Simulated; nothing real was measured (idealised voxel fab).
The following process module bears the name voxel self aligned vias.
FYI the section here is cut, 285 nm wide, cells are 5 nm squares.
Cross-section, as written here: a square-cell grid given band by band from the top down, where a band holds one or more rows of cells. What a band's entry tells you: where the top is and where the bottom is, as heights in nm, and after that what lies inside, material by material from left to right, each with its width in nm. Empty space is written as the word "blank", and a single material marked with the word "full width" occupies the band from edge to edge. Heights are expressed relative to 0, this being the level below which the as-received wafer comprises one material exclusively. The lowest band is unbounded in the downward direction and is denoted as in "0 and below". It should be noted that a width expressed as "30 to 40" varies in equal increments from row to row of cells within the band, taking the value of the first number at the top row and that of the second number at the bottom row. Take "remained the same" at face value: in the step it is given for, the cross-section changed in none of its cells. Empty spaces without an open route to the top, at least 8 cells in extent, make up the entry "Unvented internal voids"; each is given as width x height at distance, where the distance is measured from the left edge, and all are in nm. That trailing text on a step's line, after the settings, is the simulator's own remark on the step. The "overlay nm" setting may appear on a step's line; for a step that uses a mask, it gives how far to the right of its planned position the mask lay, and a negative value indicates the left.

### Below is the list of planned process steps
| 1 | RECEIVE [material Si] |
| 2 | CONFORMAL_DEP [material SiO2] [thk nm 10] |
| 3 | CONFORMAL_DEP [material SiCN] [thk nm 5] |
| 4 | DIRECTIONAL_DEP [material SiO2] [thk nm 30] |
| 5 | DIRECTIONAL_DEP [material aC] [thk nm 10] |
| 6 | PATTERN [tone open] [mask id LINES] [material resist] [width nm 25] [pitch nm 60] [thk nm 25] [overlay nm 0] |
| 7 | DIRECTIONAL_ETCH [etch materials aC] [depth nm 10] |
| 8 | STRIP [etch materials resist] |
| 9 | DIRECTIONAL_ETCH [etch materials SiO2] [depth nm 30] |
| 10 | STRIP [etch materials aC] |
| 11 | CONFORMAL_DEP [material TiN] [thk nm 5] |
| 12 | FILL_DEP [material Ru] [thk nm 10] |
| 13 | CMP [height nm 45] |
| 14 | SELECTIVE_ETCH [etch materials W Ru TiN] [depth nm 10] |
| 15 | FILL_DEP [material SiN] [thk nm 10] |
| 16 | CMP [height nm 45] |
| 17 | DIRECTIONAL_DEP [material SiO2] [thk nm 20] |
| 18 | DIRECTIONAL_DEP [material aC] [thk nm 10] |
| 19 | PATTERN [tone open] [mask id VIAS] [material resist] [width nm 45] [pitch nm 60] [thk nm 30] [overlay nm 0] |
| 20 | DIRECTIONAL_ETCH [etch materials aC] [depth nm 10] |
| 21 | STRIP [etch materials resist] |
| 22 | DIRECTIONAL_ETCH [etch materials SiO2] [depth nm 20] |
| 23 | DIRECTIONAL_ETCH [etch materials SiN] [depth nm 10] |
| 24 | STRIP [etch materials aC] |
| 25 | CONFORMAL_DEP [material TiN] [thk nm 5] |
| 26 | FILL_DEP [material Cu] [thk nm 5] |
| 27 | CMP [height nm 65] |
| 28 | CONFORMAL_DEP [material SiN] [thk nm 5] |

### as received, after step 1
> 0 and below  Si full width
> Unvented internal voids: none

### End-of-module XS, first of two wafers, run as planned
> 70 down to 65  SiN full width
> 65 down to 50  SiO2 (60); TiN (5); Cu (35); TiN (5); SiO2 (15); TiN (5); Cu (35); TiN (5); SiO2 (15); TiN (5); Cu (35); TiN (5); SiO2 (60)
> 50 down to 40  SiO2 (60 to 70); TiN (15 to 5); Cu (15); TiN (15 to 5); SiO2 (15 to 35); TiN (15 to 5); Cu (15); TiN (15 to 5); SiO2 (15 to 35); TiN (15 to 5); Cu (15); TiN (15 to 5); SiO2 (60 to 70)
> 40 down to 35  SiO2 (70); TiN (25); SiO2 (35); TiN (25); SiO2 (35); TiN (25); SiO2 (70)
> 35 down to 20  SiO2 (70); TiN (5); Ru (15); TiN (5); SiO2 (35); TiN (5); Ru (15); TiN (5); SiO2 (35); TiN (5); Ru (15); TiN (5); SiO2 (70)
> 20 down to 15  SiO2 (70); TiN (25); SiO2 (35); TiN (25); SiO2 (35); TiN (25); SiO2 (70)
> 15 down to 10  SiCN full width
> 10 down to 0  SiO2 full width
> 0 and below  Si full width
> Unvented internal voids: none

### Second wafer cross-section at end of module - shared start and plan with the first, one mistake in the run
> 70 down to 65  SiN full width
> 65 down to 50  SiO2 (60); TiN (5); Cu (35); TiN (5); SiO2 (15); TiN (5); Cu (35); TiN (5); SiO2 (15); TiN (5); Cu (35); TiN (5); SiO2 (60)
> 50 down to 40  SiO2 (60 to 65); TiN (10 to 5); Cu (15); TiN (20 to 5); SiO2 (15 to 35); TiN (10 to 5); Cu (15); TiN (20 to 5); SiO2 (15 to 35); TiN (10 to 5); Cu (15); TiN (20 to 5); SiO2 (60 to 75)
> 40 down to 35  SiO2 (65); TiN (25); SiO2 (35); TiN (25); SiO2 (35); TiN (25); SiO2 (75)
> 35 down to 20  SiO2 (65); TiN (5); Ru (15); TiN (5); SiO2 (35); TiN (5); Ru (15); TiN (5); SiO2 (35); TiN (5); Ru (15); TiN (5); SiO2 (75)
> 20 down to 15  SiO2 (65); TiN (25); SiO2 (35); TiN (25); SiO2 (35); TiN (25); SiO2 (75)
> 15 down to 10  SiCN full width
> 10 down to 0  SiO2 full width
> 0 and below  Si full width
> Unvented internal voids: none
It is concluded that the wafer was processed incorrectly with respect to the plan, in that contrary to plan, step 6 was performed as PATTERN [tone open] [mask id LINES] [material resist] [width nm 25] [pitch nm 60] [thk nm 25] [overlay nm -5]
If you tally the cells, the second wafer ends up with the same amount of every material as the first; it's all just sitting in different places.
